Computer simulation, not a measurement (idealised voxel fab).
Module name: voxel lift off (process module)
Cross-section cut: width 145 nm, square cells of 5 nm.
The cross-sections in this document take the form of a grid made of square cells. They are written out as bands, in order from top to bottom. Each band consists of one or more rows of cells.
Top, bottom (nm), then materials left to right with widths (nm); lone material tagged "all across" fills the whole band edge to edge; "air" = empty space.
Basically, 0 is our baseline, since under it the wafer straight out of the box is all one material. The bottom band has no lower end and keeps on going down, so it looks like "0 and below".
A width given as "30->40" starts at the first number in the band's top row and ends at the second number in its bottom row, shifting by an equal amount at every step from row to row.
"no alterations made", as given for a step, is the statement that not any cell of the cross-section underwent a change during that step.
Empty spaces without an open route to the top, at least 8 cells in extent, make up the entry "Sealed voids"; each is given as width x height at distance, where the distance is measured from the left edge, and all are in nm.
Anything after a step's settings on that line? It's the simulator's own note about the step.
overlay nm: mask right of planned place by this much (step with mask). Neg. = left.

This section lists the process steps that were planned:
1: RECEIVE: material Si
2: CONFORMAL_DEP: material SiN, thk nm 15
3: PATTERN: tone open, mask id LINES, material resist, width nm 15, pitch nm 30, thk nm 25, overlay nm 0
4: DIRECTIONAL_DEP: material Ru, thk nm 10
5: STRIP: etch materials resist
6: CONFORMAL_DEP: material SiO2, thk nm 10

Run as planned: first of two wafers:

Cross-section of the wafer at receipt, which is the condition after step 1:
> 0 and below: Si all across
> Sealed voids: none

Cross-section of the wafer subsequent to step 2:
> 15 down to 0: SiN all across
> No changes below 0.

Cross-section of the wafer subsequent to step 3:
> 40 down to 15: 20 nm resist | 15 nm air | 15 nm resist | 15 nm air | 15 nm resist | 15 nm air | 15 nm resist | 15 nm air | 20 nm resist
> No changes below 15.

Cross-section of the wafer subsequent to step 4:
> 50 down to 40: 20 nm Ru | 15 nm air | 15 nm Ru | 15 nm air | 15 nm Ru | 15 nm air | 15 nm Ru | 15 nm air | 20 nm Ru
> 40 down to 25: 20 nm resist | 15 nm air | 15 nm resist | 15 nm air | 15 nm resist | 15 nm air | 15 nm resist | 15 nm air | 20 nm resist
> 25 down to 15: 20 nm resist | 15 nm Ru | 15 nm resist | 15 nm Ru | 15 nm resist | 15 nm Ru | 15 nm resist | 15 nm Ru | 20 nm resist
> No changes below 15.

Cross-section of the wafer subsequent to step 5:
> 25 down to 15: 20 nm air | 15 nm Ru | 15 nm air | 15 nm Ru | 15 nm air | 15 nm Ru | 15 nm air | 15 nm Ru | 20 nm air
> No changes below 15.

Cross-section of the wafer subsequent to step 6:
> 35 down to 25: 10 nm air | 125 nm SiO2 | 10 nm air
> 25 down to 15: 20 nm SiO2 | 15 nm Ru | 15 nm SiO2 | 15 nm Ru | 15 nm SiO2 | 15 nm Ru | 15 nm SiO2 | 15 nm Ru | 20 nm SiO2
> No changes below 15.

It is to be noted that the second wafer proceeded from the same initial state and according to the same plan as the first, although one mistake was committed in its execution; through step 5, inclusive, the two wafers share an identical history:

Planned end of step 6: second wafer, cross-section: no alterations made
Misprocessing identified: step 6 was dropped from the plan's execution and never run
Looking at both finished wafers in cells, the second ends up ahead of or behind the first on some materials: SiO2 -84
